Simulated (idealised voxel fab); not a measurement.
Title: Process Module voxel transistor to metal
Each square cell in cross-section cut measures 5 nm, and the section as a whole is 190 nm wide.
Notation: cross-section as square-cell grid; stated in bands, top first, going down; one or more cell rows per band.
Read a band's entry like this: the first values are the height of its top and the height of its bottom in nm, and what follows is the sequence of materials from left to right, each with its width in nm. Note that "empty" is empty space, and that a single material marked "edge to edge" reaches across the band from edge to edge.
Below 0: as-received wafer, all one material; heights counted from there. Lowest band: no bottom, goes on down, written "0 nm and below".
Width "30->40": first value at the band's top row of cells, second value at its bottom row, equal change from row to row.
Step note "identical to before" = no cross-section cell changed.
closed voids: empty space of 8 cells or more with no open way to the top, each as width x height at its distance from the left edge, in nm
Read whatever lies past the settings on a step's line as the simulator's own remark about the step.
overlay nm: on a step with a mask, how far right of its planned place the mask lay; negative means left.
SET OUT BELOW ARE THE PLANNED STEPS OF THE PROCESS
step 1: RECEIVE, material Si
step 2: CONFORMAL_DEP, material SiO2, thk nm 5
step 3: CONFORMAL_DEP, material SiN, thk nm 15
step 4: MASKED_ETCH, tone cover, mask id ACTIVE, width nm 115, etch materials SiN, depth nm 15, overlay nm 0
step 5: MASKED_ETCH, tone cover, mask id ACTIVE, width nm 115, etch materials SiO2, depth nm 5, overlay nm 0
step 6: MASKED_ETCH, tone cover, mask id ACTIVE, width nm 115, etch materials Si, depth nm 20, overlay nm 0
step 7: FILL_DEP, material SiO2, thk nm 5
step 8: CMP, height nm 20
step 9: SELECTIVE_ETCH, etch materials SiO2, depth nm 10
step 10: STRIP, etch materials SiN
step 11: SELECTIVE_ETCH, etch materials SiO2, depth nm 5
step 12: OXIDIZE, depth nm 5
step 13: DIRECTIONAL_DEP, material polySi, thk nm 30
step 14: DIRECTIONAL_DEP, material SiCN, thk nm 15
step 15: DIRECTIONAL_DEP, material aC, thk nm 10
step 16: PATTERN, tone cover, mask id GATE, material resist, width nm 15, thk nm 25, overlay nm 0
step 17: DIRECTIONAL_ETCH, etch materials aC, depth nm 10
step 18: STRIP, etch materials resist
step 19: DIRECTIONAL_ETCH, etch materials SiCN, depth nm 25
step 20: DIRECTIONAL_ETCH, etch materials polySi, depth nm 40
step 21: STRIP, etch materials aC
step 22: CONFORMAL_DEP, material SiN, thk nm 5
step 23: DIRECTIONAL_ETCH, etch materials SiN, depth nm 5
step 24: DIRECTIONAL_ETCH, etch materials SiO2, depth nm 5
step 25: DIRECTIONAL_ETCH, etch materials Si, depth nm 5
step 26: EPI, material nSi, thk nm 5
step 27: FILL_DEP, material SiO2, thk nm 5
step 28: CMP, height nm 30
step 29: STRIP, etch materials polySi
step 30: SELECTIVE_ETCH, etch materials SiO2, depth nm 5
step 31: CONFORMAL_DEP, material HfO2, thk nm 5
step 32: CONFORMAL_DEP, material TiN, thk nm 5
step 33: FILL_DEP, material W, thk nm 5
step 34: CMP, height nm 25
step 35: DIRECTIONAL_DEP, material SiO2, thk nm 10
step 36: DIRECTIONAL_DEP, material aC, thk nm 15
step 37: PATTERN, tone open, mask id CONTACT, material resist, width nm 20, pitch nm 85, thk nm 35, overlay nm 0
step 38: DIRECTIONAL_ETCH, etch materials aC, depth nm 15
step 39: STRIP, etch materials resist
step 40: DIRECTIONAL_ETCH, etch materials SiO2, depth nm 40
step 41: STRIP, etch materials aC
step 42: CONFORMAL_DEP, material TiN, thk nm 5
step 43: FILL_DEP, material W, thk nm 5
step 44: CMP, height nm 35
step 45: DIRECTIONAL_DEP, material TiN, thk nm 5
step 46: DIRECTIONAL_DEP, material Ru, thk nm 25
step 47: PATTERN, tone cover, mask id METAL_1, material resist, width nm 20, pitch nm 85, thk nm 20, overlay nm 0
step 48: DIRECTIONAL_ETCH, etch materials Ru, depth nm 25
step 49: DIRECTIONAL_ETCH, etch materials TiN, depth nm 5
step 50: STRIP, etch materials resist
step 51: FILL_DEP, material lowk, thk nm 5
step 52: CMP, height nm 65
step 53: CONFORMAL_DEP, material SiCN, thk nm 5
step 54: DIRECTIONAL_DEP, material SiO2, thk nm 30
step 55: DIRECTIONAL_DEP, material aC, thk nm 15
step 56: PATTERN, tone open, mask id METAL_2, material resist, width nm 20, pitch nm 85, thk nm 30, overlay nm 0
step 57: DIRECTIONAL_ETCH, etch materials aC, depth nm 15
step 58: STRIP, etch materials resist
step 59: DIRECTIONAL_ETCH, etch materials SiO2, depth nm 15
step 60: STRIP, etch materials aC
step 61: DIRECTIONAL_DEP, material aC, thk nm 15
step 62: PATTERN, tone open, mask id METAL_2_HOLES, material resist, width nm 15, pitch nm 85, thk nm 35, overlay nm 0
step 63: DIRECTIONAL_ETCH, etch materials aC, depth nm 15
step 64: STRIP, etch materials resist
step 65: DIRECTIONAL_ETCH, etch materials SiO2, depth nm 15
step 66: DIRECTIONAL_ETCH, etch materials SiCN, depth nm 5
step 67: STRIP, etch materials aC
step 68: CONFORMAL_DEP, material TiN, thk nm 5
step 69: FILL_DEP, material Cu, thk nm 5
step 70: CMP, height nm 100
step 71: CONFORMAL_DEP, material SiCN, thk nm 5
Split variable: width nm, step 16. Plan value = first wafer. Wafers start alike.
RECEIVED CONDITION OF THE FIRST OF SEVERAL WAFERS, SECTIONED: POST-STEP 1
	0 nm and below  Si edge to edge
	closed voids: none
BELOW, A ROW FOR EVERY WAFER. READ IT AS THE END-OF-MODULE PICTURE: FOR EACH MATERIAL THE WAFER SHOWS ITS CELLS GAINED (+) OR LOST (-) SINCE IT WAS RECEIVED, AND THEN ITS CLOSED VOIDS
width nm 15 | +16 Cu | +15 HfO2 | +40 Ru | -101 Si | +70 SiCN | +12 SiN | +437 SiO2 | +81 TiN | +28 W | +180 lowk | +20 nSi | closed voids: none
width nm 20 | +16 Cu | +16 HfO2 | +40 Ru | -100 Si | +70 SiCN | +12 SiN | +431 SiO2 | +86 TiN | +28 W | +180 lowk | +19 nSi | closed voids: none
width nm 25 | +16 Cu | +17 HfO2 | +40 Ru | -99 Si | +70 SiCN | +12 SiN | +425 SiO2 | +87 TiN | +32 W | +180 lowk | +18 nSi | closed voids: none
width nm 30 | +16 Cu | +18 HfO2 | +40 Ru | -98 Si | +70 SiCN | +12 SiN | +419 SiO2 | +88 TiN | +36 W | +180 lowk | +17 nSi | closed voids: none
width nm 35 | +16 Cu | +19 HfO2 | +40 Ru | -97 Si | +70 SiCN | +12 SiN | +413 SiO2 | +89 TiN | +40 W | +180 lowk | +16 nSi | closed voids: none
width nm 40 | +16 Cu | +20 HfO2 | +40 Ru | -96 Si | +70 SiCN | +12 SiN | +407 SiO2 | +90 TiN | +44 W | +180 lowk | +15 nSi | closed voids: none
